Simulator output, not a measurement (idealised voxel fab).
This section sets out a process module, namely voxel self aligned contacts.
245 nm wide, 5 nm square cells: that's cross-section cut.
Reading order for cross-sections: top band down to bottom band. Underlying form: a grid of square cells. Band size: one or more rows of cells. Per band: top height and bottom height in nm, followed by the left-to-right materials and their widths in nm; "edge to edge" marks a single material spanning edge to edge, "blank" marks empty space. All heights in this document are referenced to 0, defined as the level beneath which the wafer, as received, consists entirely of one material. The lowest band is not bounded below; it extends indefinitely downward and is written in the form "0 -> down". With a width like "30 to 40", each row of cells in the band differs from the next by the same amount, the top row carrying the first number and the bottom row the second. Basically "nothing different" means that step didn't change any cell in the cross-section. "Closed cavities": empty spaces of 8 cells or more with no open way to the top, each given as width x height at distance, distance from the left edge, all in nm. Where a step's line continues beyond its settings, the continuation is a remark by the simulator itself on that step. Each step line may optionally specify "overlay nm", which for a step with a mask gives the rightward distance between the mask's planned place and where it lay, a negative value indicating the leftward direction.

# plan
- 1: RECEIVE | material Si
- 2: OXIDIZE | depth nm 5
- 3: DIRECTIONAL_DEP | material polySi | thk nm 30
- 4: DIRECTIONAL_DEP | material SiN | thk nm 15
- 5: MASKED_ETCH | tone cover | mask id GATE | width nm 35 | pitch nm 70 | etch materials SiN | depth nm 15 | overlay nm 0
- 6: MASKED_ETCH | tone cover | mask id GATE | width nm 35 | pitch nm 70 | etch materials polySi | depth nm 30 | overlay nm 0
- 7: CONFORMAL_DEP | material SiN | thk nm 5
- 8: DIRECTIONAL_ETCH | etch materials SiN | depth nm 5
- 9: FILL_DEP | material SiO2 | thk nm 15
- 10: CMP | height nm 50
- 11: DIRECTIONAL_DEP | material aC | thk nm 15
- 12: PATTERN | tone open | mask id CONTACT | material resist | width nm 55 | pitch nm 70 | thk nm 35 | overlay nm 0
- 13: DIRECTIONAL_ETCH | etch materials aC | depth nm 15
- 14: STRIP | etch materials resist
- 15: DIRECTIONAL_ETCH | etch materials SiO2 | depth nm 55
- 16: STRIP | etch materials aC
- 17: CONFORMAL_DEP | material TiN | thk nm 5
- 18: FILL_DEP | material Ru | thk nm 10
- 19: CMP | height nm 50
- 20: CONFORMAL_DEP | material SiCN | thk nm 5

# First of two wafers, processed according to plan

# As-received wafer cross-section (after step 1)
	0 -> down = Si edge to edge
	Closed cavities: none

# The following cross-section depicts the wafer upon completion of step 2
	0 -> -5 = SiO2 edge to edge
	Heights below -5 show no change.

# The following cross-section depicts the wafer upon completion of step 3
	30 -> 0 = polySi edge to edge
	Heights below 0 show no change.

# The following cross-section depicts the wafer upon completion of step 4
	45 -> 30 = SiN edge to edge
	Heights below 30 show no change.

# The following cross-section depicts the wafer upon completion of step 5
	45 -> 30 = 35 of blank, 35 of SiN, 35 of blank, 35 of SiN, 35 of blank, 35 of SiN, 35 of blank
	Heights below 30 show no change.

# The following cross-section depicts the wafer upon completion of step 6
	45 -> 30 = 35 of blank, 35 of SiN, 35 of blank, 35 of SiN, 35 of blank, 35 of SiN, 35 of blank
	30 -> 0 = 35 of blank, 35 of polySi, 35 of blank, 35 of polySi, 35 of blank, 35 of polySi, 35 of blank
	Heights below 0 show no change.

# The following cross-section depicts the wafer upon completion of step 7
	50 -> 30 = 30 of blank, 45 of SiN, 25 of blank, 45 of SiN, 25 of blank, 45 of SiN, 30 of blank
	30 -> 5 = 30 of blank, 5 of SiN, 35 of polySi, 5 of SiN, 25 of blank, 5 of SiN, 35 of polySi, 5 of SiN, 25 of blank, 5 of SiN, 35 of polySi, 5 of SiN, 30 of blank
	5 -> 0 = 35 of SiN, 35 of polySi, 35 of SiN, 35 of polySi, 35 of SiN, 35 of polySi, 35 of SiN
	Heights below 0 show no change.

# The following cross-section depicts the wafer upon completion of step 8
	45 -> 30 = 30 of blank, 45 of SiN, 25 of blank, 45 of SiN, 25 of blank, 45 of SiN, 30 of blank
	30 -> 0 = 30 of blank, 5 of SiN, 35 of polySi, 5 of SiN, 25 of blank, 5 of SiN, 35 of polySi, 5 of SiN, 25 of blank, 5 of SiN, 35 of polySi, 5 of SiN, 30 of blank
	Heights below 0 show no change.

# The following cross-section depicts the wafer upon completion of step 9
	60 -> 45 = SiO2 edge to edge
	45 -> 30 = 30 of SiO2, 45 of SiN, 25 of SiO2, 45 of SiN, 25 of SiO2, 45 of SiN, 30 of SiO2
	30 -> 0 = 30 of SiO2, 5 of SiN, 35 of polySi, 5 of SiN, 25 of SiO2, 5 of SiN, 35 of polySi, 5 of SiN, 25 of SiO2, 5 of SiN, 35 of polySi, 5 of SiN, 30 of SiO2
	Heights below 0 show no change.

# The following cross-section depicts the wafer upon completion of step 10
	50 -> 45 = SiO2 edge to edge
	Heights below 45 show no change.

# The following cross-section depicts the wafer upon completion of step 11
	65 -> 50 = aC edge to edge
	Heights below 50 show no change.

# The following cross-section depicts the wafer upon completion of step 12
	100 -> 65 = 60 of resist, 55 of blank, 15 of resist, 55 of blank, 60 of resist
	Heights below 65 show no change.

# The following cross-section depicts the wafer upon completion of step 13
	85 -> 65 = 60 of resist, 55 of blank, 15 of resist, 55 of blank, 60 of resist
	65 -> 50 = 60 of aC, 55 of blank, 15 of aC, 55 of blank, 60 of aC
	Heights below 50 show no change.

# The following cross-section depicts the wafer upon completion of step 14
	65 -> 50 = 60 of aC, 55 of blank, 15 of aC, 55 of blank, 60 of aC
	Heights below 50 show no change.

# The following cross-section depicts the wafer upon completion of step 15
	65 -> 50 = 60 of aC, 55 of blank, 15 of aC, 55 of blank, 60 of aC
	50 -> 45 = 60 of SiO2, 55 of blank, 15 of SiO2, 55 of blank, 60 of SiO2
	45 -> 30 = 30 of SiO2, 45 of SiN, 25 of blank, 45 of SiN, 25 of blank, 45 of SiN, 30 of SiO2
	30 -> 0 = 30 of SiO2, 5 of SiN, 35 of polySi, 5 of SiN, 25 of blank, 5 of SiN, 35 of polySi, 5 of SiN, 25 of blank, 5 of SiN, 35 of polySi, 5 of SiN, 30 of SiO2
	0 -> -5 = 75 of SiO2, 25 of blank, 45 of SiO2, 25 of blank, 75 of SiO2
	Heights below -5 show no change.

# The following cross-section depicts the wafer upon completion of step 16
	50 -> 45 = 60 of SiO2, 55 of blank, 15 of SiO2, 55 of blank, 60 of SiO2
	Heights below 45 show no change.

# The following cross-section depicts the wafer upon completion of step 17
	55 -> 50 = 65 of TiN, 45 of blank, 25 of TiN, 45 of blank, 65 of TiN
	50 -> 45 = 60 of SiO2, 20 of TiN, 15 of blank, 20 of TiN, 15 of SiO2, 20 of TiN, 15 of blank, 20 of TiN, 60 of SiO2
	45 -> 30 = 30 of SiO2, 45 of SiN, 5 of TiN, 15 of blank, 5 of TiN, 45 of SiN, 5 of TiN, 15 of blank, 5 of TiN, 45 of SiN, 30 of SiO2
	30 -> 0 = 30 of SiO2, 5 of SiN, 35 of polySi, 5 of SiN, 5 of TiN, 15 of blank, 5 of TiN, 5 of SiN, 35 of polySi, 5 of SiN, 5 of TiN, 15 of blank, 5 of TiN, 5 of SiN, 35 of polySi, 5 of SiN, 30 of SiO2
	0 -> -5 = 75 of SiO2, 25 of TiN, 45 of SiO2, 25 of TiN, 75 of SiO2
	Heights below -5 show no change.

# The following cross-section depicts the wafer upon completion of step 18
	65 -> 55 = Ru edge to edge
	55 -> 50 = 65 of TiN, 45 of Ru, 25 of TiN, 45 of Ru, 65 of TiN
	50 -> 45 = 60 of SiO2, 20 of TiN, 15 of Ru, 20 of TiN, 15 of SiO2, 20 of TiN, 15 of Ru, 20 of TiN, 60 of SiO2
	45 -> 30 = 30 of SiO2, 45 of SiN, 5 of TiN, 15 of Ru, 5 of TiN, 45 of SiN, 5 of TiN, 15 of Ru, 5 of TiN, 45 of SiN, 30 of SiO2
	30 -> 0 = 30 of SiO2, 5 of SiN, 35 of polySi, 5 of SiN, 5 of TiN, 15 of Ru, 5 of TiN, 5 of SiN, 35 of polySi, 5 of SiN, 5 of TiN, 15 of Ru, 5 of TiN, 5 of SiN, 35 of polySi, 5 of SiN, 30 of SiO2
	Heights below 0 show no change.

# The following cross-section depicts the wafer upon completion of step 19
	50 -> 45 = 60 of SiO2, 20 of TiN, 15 of Ru, 20 of TiN, 15 of SiO2, 20 of TiN, 15 of Ru, 20 of TiN, 60 of SiO2
	Heights below 45 show no change.

# The following cross-section depicts the wafer upon completion of step 20
	55 -> 50 = SiCN edge to edge
	Heights below 50 show no change.

# For the second wafer, take the first wafer's start and plan, then add one mistake made in running it; everything through step 4, that step included, is shared with the first

# Look at the second wafer in cross-section at the time step 5 ought to have finished
	45 -> 30 = 35 of blank, 40 of SiN, 30 of blank, 40 of SiN, 30 of blank, 40 of SiN, 30 of blank
	Heights below 30 show no change.

# Look at the second wafer in cross-section at the time step 6 ought to have finished
	45 -> 30 = 35 of blank, 40 of SiN, 30 of blank, 40 of SiN, 30 of blank, 40 of SiN, 30 of blank
	30 -> 0 = 35 of blank, 40 of polySi, 30 of blank, 40 of polySi, 30 of blank, 40 of polySi, 30 of blank
	Heights below 0 show no change.

# Look at the second wafer in cross-section at the time step 7 ought to have finished
	50 -> 30 = 30 of blank, 50 of SiN, 20 of blank, 50 of SiN, 20 of blank, 50 of SiN, 25 of blank
	30 -> 5 = 30 of blank, 5 of SiN, 40 of polySi, 5 of SiN, 20 of blank, 5 of SiN, 40 of polySi, 5 of SiN, 20 of blank, 5 of SiN, 40 of polySi, 5 of SiN, 25 of blank
	5 -> 0 = 35 of SiN, 40 of polySi, 30 of SiN, 40 of polySi, 30 of SiN, 40 of polySi, 30 of SiN
	Heights below 0 show no change.

# Look at the second wafer in cross-section at the time step 8 ought to have finished
	45 -> 30 = 30 of blank, 50 of SiN, 20 of blank, 50 of SiN, 20 of blank, 50 of SiN, 25 of blank
	30 -> 0 = 30 of blank, 5 of SiN, 40 of polySi, 5 of SiN, 20 of blank, 5 of SiN, 40 of polySi, 5 of SiN, 20 of blank, 5 of SiN, 40 of polySi, 5 of SiN, 25 of blank
	Heights below 0 show no change.

# Look at the second wafer in cross-section at the time step 9 ought to have finished
	60 -> 45 = SiO2 edge to edge
	45 -> 30 = 30 of SiO2, 50 of SiN, 20 of SiO2, 50 of SiN, 20 of SiO2, 50 of SiN, 25 of SiO2
	30 -> 0 = 30 of SiO2, 5 of SiN, 40 of polySi, 5 of SiN, 20 of SiO2, 5 of SiN, 40 of polySi, 5 of SiN, 20 of SiO2, 5 of SiN, 40 of polySi, 5 of SiN, 25 of SiO2
	Heights below 0 show no change.

# Look at the second wafer in cross-section at the time step 10 ought to have finished
	50 -> 45 = SiO2 edge to edge
	Heights below 45 show no change.

# Look at the second wafer in cross-section at the time step 11 ought to have finished
	65 -> 50 = aC edge to edge
	Heights below 50 show no change.

# Look at the second wafer in cross-section at the time step 12 ought to have finished
	100 -> 65 = 60 of resist, 55 of blank, 15 of resist, 55 of blank, 60 of resist
	Heights below 65 show no change.

# Look at the second wafer in cross-section at the time step 13 ought to have finished
	85 -> 65 = 60 of resist, 55 of blank, 15 of resist, 55 of blank, 60 of resist
	65 -> 50 = 60 of aC, 55 of blank, 15 of aC, 55 of blank, 60 of aC
	Heights below 50 show no change.

# Look at the second wafer in cross-section at the time step 14 ought to have finished
	65 -> 50 = 60 of aC, 55 of blank, 15 of aC, 55 of blank, 60 of aC
	Heights below 50 show no change.

# Look at the second wafer in cross-section at the time step 15 ought to have finished
	65 -> 50 = 60 of aC, 55 of blank, 15 of aC, 55 of blank, 60 of aC
	50 -> 45 = 60 of SiO2, 55 of blank, 15 of SiO2, 55 of blank, 60 of SiO2
	45 -> 30 = 30 of SiO2, 50 of SiN, 20 of blank, 50 of SiN, 20 of blank, 50 of SiN, 25 of SiO2
	30 -> 0 = 30 of SiO2, 5 of SiN, 40 of polySi, 5 of SiN, 20 of blank, 5 of SiN, 40 of polySi, 5 of SiN, 20 of blank, 5 of SiN, 40 of polySi, 5 of SiN, 25 of SiO2
	0 -> -5 = 80 of SiO2, 20 of blank, 50 of SiO2, 20 of blank, 75 of SiO2
	Heights below -5 show no change.

# Look at the second wafer in cross-section at the time step 16 ought to have finished
	50 -> 45 = 60 of SiO2, 55 of blank, 15 of SiO2, 55 of blank, 60 of SiO2
	Heights below 45 show no change.

# Look at the second wafer in cross-section at the time step 17 ought to have finished
	55 -> 50 = 65 of TiN, 45 of blank, 25 of TiN, 45 of blank, 65 of TiN
	50 -> 45 = 60 of SiO2, 25 of TiN, 10 of blank, 20 of TiN, 15 of SiO2, 25 of TiN, 10 of blank, 20 of TiN, 60 of SiO2
	45 -> 30 = 30 of SiO2, 50 of SiN, 5 of TiN, 10 of blank, 5 of TiN, 50 of SiN, 5 of TiN, 10 of blank, 5 of TiN, 50 of SiN, 25 of SiO2
	30 -> 0 = 30 of SiO2, 5 of SiN, 40 of polySi, 5 of SiN, 5 of TiN, 10 of blank, 5 of TiN, 5 of SiN, 40 of polySi, 5 of SiN, 5 of TiN, 10 of blank, 5 of TiN, 5 of SiN, 40 of polySi, 5 of SiN, 25 of SiO2
	0 -> -5 = 80 of SiO2, 20 of TiN, 50 of SiO2, 20 of TiN, 75 of SiO2
	Heights below -5 show no change.

# Look at the second wafer in cross-section at the time step 18 ought to have finished
	65 -> 55 = Ru edge to edge
	55 -> 50 = 65 of TiN, 45 of Ru, 25 of TiN, 45 of Ru, 65 of TiN
	50 -> 45 = 60 of SiO2, 25 of TiN, 10 of Ru, 20 of TiN, 15 of SiO2, 25 of TiN, 10 of Ru, 20 of TiN, 60 of SiO2
	45 -> 30 = 30 of SiO2, 50 of SiN, 5 of TiN, 10 of Ru, 5 of TiN, 50 of SiN, 5 of TiN, 10 of Ru, 5 of TiN, 50 of SiN, 25 of SiO2
	30 -> 0 = 30 of SiO2, 5 of SiN, 40 of polySi, 5 of SiN, 5 of TiN, 10 of Ru, 5 of TiN, 5 of SiN, 40 of polySi, 5 of SiN, 5 of TiN, 10 of Ru, 5 of TiN, 5 of SiN, 40 of polySi, 5 of SiN, 25 of SiO2
	Heights below 0 show no change.

# Look at the second wafer in cross-section at the time step 19 ought to have finished
	50 -> 45 = 60 of SiO2, 25 of TiN, 10 of Ru, 20 of TiN, 15 of SiO2, 25 of TiN, 10 of Ru, 20 of TiN, 60 of SiO2
	Heights below 45 show no change.

# Look at the second wafer in cross-section at the time step 20 ought to have finished
	55 -> 50 = SiCN edge to edge
	Heights below 50 show no change.
What broke from the plan during processing? step 5 ran as: MASKED_ETCH | tone cover | mask id GATE | width nm 40 | pitch nm 70 | etch materials SiN | depth nm 15 | overlay nm 0
Counted in cells at the end, the second wafer holds more or fewer of these materials than the first: Ru -20 | SiN +9 | SiO2 -7 | polySi +18
